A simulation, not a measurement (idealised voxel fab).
Process module, titled voxel wiring stack
Xsec cut, 170 nm wide, square cell size 5 nm.
How to read a cross-section here: the picture is a grid of square cells, written as bands going from the top down, and any band can span one or more rows of cells. Basically the band line says how high the top is and how high the bottom is, in nm, and then what's in it from left to right, every material with its width in nm. Empty space shows up as "empty", and if a single material carries "all across" it runs the full band edge to edge. Ref level 0: as-received wafer is one material below here. Bottom band extends down with no lower bound ("z 0 and below"). Width spec "30->40" -> top row of cells at first value, bottom row at second value, equal per-row change in between. Any step labelled "everything unchanged" changed none of the cells in the cross-section. Basically, "Enclosed void catalog" tells you about the enclosed voids: empty spaces with no open way to the top, 8 cells or bigger, each written width x height at distance, where distance is from the left edge, all in nm. The remark found on a step's line after its settings is issued by the simulator itself and pertains to that step. overlay nm: on a step with a mask, how far right of its planned place the mask lay; negative means left.
# The following list gives the planned process steps
1 RECEIVE: material Si
2 CONFORMAL_DEP: material SiO2, thk nm 10
3 DIRECTIONAL_DEP: material TiN, thk nm 5
4 DIRECTIONAL_DEP: material Ru, thk nm 25
5 DIRECTIONAL_DEP: material aC, thk nm 10
6 PATTERN: tone cover, mask id METAL_1, material resist, width nm 20, pitch nm 35, thk nm 30, overlay nm 0
7 DIRECTIONAL_ETCH: etch materials aC, depth nm 10
8 STRIP: etch materials resist
9 DIRECTIONAL_ETCH: etch materials Ru, depth nm 25
10 DIRECTIONAL_ETCH: etch materials TiN, depth nm 5
11 STRIP: etch materials aC
12 CONFORMAL_DEP: material SiN, thk nm 5
13 FILL_DEP: material lowk, thk nm 10
14 CMP: height nm 40
15 CONFORMAL_DEP: material SiCN, thk nm 5
16 DIRECTIONAL_DEP: material lowk, thk nm 25
17 DIRECTIONAL_DEP: material aC, thk nm 15
18 PATTERN: tone open, mask id METAL_2, material resist, width nm 20, pitch nm 35, thk nm 30, overlay nm 0
19 DIRECTIONAL_ETCH: etch materials aC, depth nm 15
20 STRIP: etch materials resist
21 DIRECTIONAL_ETCH: etch materials lowk, depth nm 15
22 STRIP: etch materials aC
23 DIRECTIONAL_DEP: material aC, thk nm 10
24 PATTERN: tone open, mask id METAL_2_HOLES, material resist, width nm 15, pitch nm 35, thk nm 25, overlay nm 0
25 DIRECTIONAL_ETCH: etch materials aC, depth nm 10
26 STRIP: etch materials resist
27 DIRECTIONAL_ETCH: etch materials lowk, depth nm 10
28 DIRECTIONAL_ETCH: etch materials SiCN, depth nm 5
29 STRIP: etch materials aC
30 CONFORMAL_DEP: material TiN, thk nm 5
31 FILL_DEP: material Ru, thk nm 5
32 CMP: height nm 70
33 CONFORMAL_DEP: material SiCN, thk nm 5
# Step 1 complete: cross-section of the wafer as received
> z 0 and below | Si all across
> Enclosed void catalog: none
# First of two wafers, end-of-module section, run followed plan
> z 75 to 70 | SiCN all across
> z 70 to 60 | 40 nm lowk, 5 nm TiN, 10 nm Ru, 5 nm TiN, 15 nm lowk, 5 nm TiN, 10 nm Ru, 5 nm TiN, 15 nm lowk, 5 nm TiN, 10 nm Ru, 5 nm TiN, 40 nm lowk
> z 60 to 55 | 40 nm lowk, 5 nm TiN, 5 nm Ru, 10 nm TiN, 15 nm lowk, 5 nm TiN, 5 nm Ru, 10 nm TiN, 15 nm lowk, 5 nm TiN, 5 nm Ru, 10 nm TiN, 40 nm lowk
> z 55 to 45 | 40 nm lowk, 5 nm TiN, 5 nm Ru, 5 nm TiN, 20 nm lowk, 5 nm TiN, 5 nm Ru, 5 nm TiN, 20 nm lowk, 5 nm TiN, 5 nm Ru, 5 nm TiN, 45 nm lowk
> z 45 to 40 | 40 nm SiCN, 15 nm TiN, 20 nm SiCN, 15 nm TiN, 20 nm SiCN, 15 nm TiN, 45 nm SiCN
> z 40 to 15 | 35 nm lowk, 5 nm SiN, 20 nm Ru, 5 nm SiN, 5 nm lowk, 5 nm SiN, 20 nm Ru, 5 nm SiN, 5 nm lowk, 5 nm SiN, 20 nm Ru, 5 nm SiN, 35 nm lowk
> z 15 to 10 | 40 nm SiN, 20 nm TiN, 15 nm SiN, 20 nm TiN, 15 nm SiN, 20 nm TiN, 40 nm SiN
> z 10 to 0 | SiO2 all across
> z 0 and below | Si all across
> Enclosed void catalog: none
# Second wafer through the module, sectioned at the end: same beginning and same plan as the first wafer, with one mistake in carrying it out
> z 75 to 70 | SiCN all across
> z 70 to 60 | 40 nm lowk, 5 nm TiN, 10 nm Ru, 5 nm TiN, 15 nm lowk, 5 nm TiN, 10 nm Ru, 5 nm TiN, 15 nm lowk, 5 nm TiN, 10 nm Ru, 5 nm TiN, 40 nm lowk
> z 60 to 55 | 40 nm lowk, 5 nm TiN, 5 nm Ru, 10 nm TiN, 15 nm lowk, 5 nm TiN, 5 nm Ru, 10 nm TiN, 15 nm lowk, 5 nm TiN, 5 nm Ru, 10 nm TiN, 40 nm lowk
> z 55 to 45 | 40 nm lowk, 5 nm TiN, 5 nm Ru, 5 nm TiN, 20 nm lowk, 5 nm TiN, 5 nm Ru, 5 nm TiN, 20 nm lowk, 5 nm TiN, 5 nm Ru, 5 nm TiN, 45 nm lowk
> z 45 to 40 | 40 nm SiCN, 15 nm TiN, 20 nm SiCN, 15 nm TiN, 20 nm SiCN, 15 nm TiN, 45 nm SiCN
> z 40 to 15 | 30 nm lowk, 5 nm SiN, 20 nm Ru, 5 nm SiN, 5 nm lowk, 5 nm SiN, 20 nm Ru, 5 nm SiN, 5 nm lowk, 5 nm SiN, 20 nm Ru, 5 nm SiN, 40 nm lowk
> z 15 to 10 | 35 nm SiN, 20 nm TiN, 15 nm SiN, 20 nm TiN, 15 nm SiN, 20 nm TiN, 45 nm SiN
> z 10 to 0 | SiO2 all across
> z 0 and below | Si all across
> Enclosed void catalog: none
The plan and the run diverged here: off-plan run, step 6, actual operation and settings PATTERN: tone cover, mask id METAL_1, material resist, width nm 20, pitch nm 35, thk nm 30, overlay nm -5
When the process is done, the second wafer contains the same cell count of every material as the first wafer, but distributed over other locations.
